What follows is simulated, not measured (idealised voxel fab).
Module name: voxel spacer lines (process module)
200 nm wide, 5 nm square cells: that's cross-section cut.
When this document writes out a cross-section, it uses a grid of square cells and lists it as bands, beginning at the top and moving down, with a band standing for one or more rows of cells. The entry gives the band's vertical extent as a top height and a bottom height in nm, then its horizontal make-up as materials from left to right, each with a width in nm. "empty" stands for empty space; a single material marked "edge to edge" fills the band edge to edge. Height 0 is the level under which the wafer as received is all one material. The lowest band goes on downwards, as in "z 0 and below". A width such as "30->40" changes by the same amount from each row of cells to the next, from the band's top row to its bottom row. Given "all unchanged" for a step, no cell of the cross-section differs between before and after that step. "Fully sealed cavities": sealed empty spaces, 8 cells or more, no open way to top, listed width x height at distance, with distance from the left edge and width, height and distance in nm. If you see something after the settings on a step's line, that's the simulator's own remark about that step. overlay nm: how far to the right of its planned place the mask lay on this masked step (negative: to the left).
The steps planned for the process are as follows
1) RECEIVE (material Si)
2) CONFORMAL_DEP (material Al2O3; thk nm 10)
3) DIRECTIONAL_DEP (material W; thk nm 20)
4) DIRECTIONAL_DEP (material aC; thk nm 20)
5) PATTERN (tone cover; mask id MANDREL; material resist; width nm 20; pitch nm 60; thk nm 25; overlay nm 0)
6) DIRECTIONAL_ETCH (etch materials aC; depth nm 20)
7) STRIP (etch materials resist)
8) CONFORMAL_DEP (material SiN; thk nm 10)
9) DIRECTIONAL_ETCH (etch materials SiN; depth nm 10)
10) STRIP (etch materials aC)
11) DIRECTIONAL_ETCH (etch materials W; depth nm 20)
12) STRIP (etch materials SiN)
Cross-sectional view of the wafer in its as-received condition, corresponding to the state after step 1
	z 0 and below  Si edge to edge
	Fully sealed cavities: none
The following cross-section depicts the wafer upon conclusion of the module. Processing commenced from the starting condition illustrated above and adhered to the plan illustrated above, save for one mistake in execution
	z 30 to 10  empty 15, W 10, empty 20, W 10, empty 20, W 10, empty 20, W 10, empty 20, W 10, empty 20, W 10, empty 25
	z 10 to 0  Al2O3 edge to edge
	z 0 and below  Si edge to edge
	Fully sealed cavities: none
Deviation from plan: step 5, actual vs plan mismatch, actual run PATTERN (tone cover; mask id MANDREL; material resist; width nm 20; pitch nm 60; thk nm 25; overlay nm -5)
